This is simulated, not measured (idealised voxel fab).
process module | voxel quadruple lines
cross-section cut | 185 nm wide | cells 5 nm
A cross-section is a grid of square cells, given in bands from the top down. A band is one or more rows of cells.
Each band's line starts with the height of the band's top and of its bottom, in nm. Then come its materials from left to right, each with its width in nm. One material with "throughout" fills the band from edge to edge. "air" is empty space.
Height 0 is the level under which the wafer as received is all one material. The lowest band goes on downwards, as in "0 down".
A width such as "30 to 40" changes by the same amount from each row of cells to the next, from the band's top row to its bottom row.
"no change" after a step means that no cell of the cross-section changed.
closed voids: empty space of 8 cells or more with no open way to the top, each as width x height at its distance from the left edge, in nm
after a step's settings: what the simulator itself notes on the step
overlay nm, on a step with a mask: how far to the right of its planned place the mask lay; to the left if negative
plan
1 op RECEIVE | material Si
2 op CONFORMAL_DEP | material SiO2 | thk nm 5
3 op DIRECTIONAL_DEP | material W | thk nm 10
4 op DIRECTIONAL_DEP | material polySi | thk nm 20
5 op DIRECTIONAL_DEP | material aC | thk nm 25
6 op PATTERN | tone cover | mask id MANDREL | material resist | width nm 35 | thk nm 35 | overlay nm 0
7 op DIRECTIONAL_ETCH | etch materials aC | depth nm 25
8 op STRIP | etch materials resist
9 op CONFORMAL_DEP | material SiO2 | thk nm 15
10 op DIRECTIONAL_ETCH | etch materials SiO2 | depth nm 15
11 op STRIP | etch materials aC
12 op DIRECTIONAL_ETCH | etch materials polySi | depth nm 20
13 op STRIP | etch materials SiO2
14 op CONFORMAL_DEP | material SiN | thk nm 10
15 op DIRECTIONAL_ETCH | etch materials SiN | depth nm 10
16 op STRIP | etch materials polySi
17 op DIRECTIONAL_ETCH | etch materials W | depth nm 10
18 op STRIP | etch materials SiN
19 op FILL_DEP | material SiO2 | thk nm 5
20 op CMP | height nm 15
as received, after step 1
  0 down: Si throughout
  closed voids: none
first wafer at the end, as planned
  15 to 5: SiO2 50 | W 10 | SiO2 15 | W 10 | SiO2 15 | W 10 | SiO2 15 | W 10 | SiO2 50
  5 to 0: SiO2 throughout
  0 down: Si throughout
  closed voids: none
second wafer at the end: like start, like plan, one mistake
  15 to 5: SiO2 55 | W 5 | SiO2 15 | W 5 | SiO2 25 | W 5 | SiO2 15 | W 5 | SiO2 55
  5 to 0: SiO2 throughout
  0 down: Si throughout
  closed voids: none
what went wrong: step 14 ran as: op CONFORMAL_DEP | material SiN | thk nm 5
at the end the second wafer has, in cells: 8 more of SiO2 | 8 fewer of W
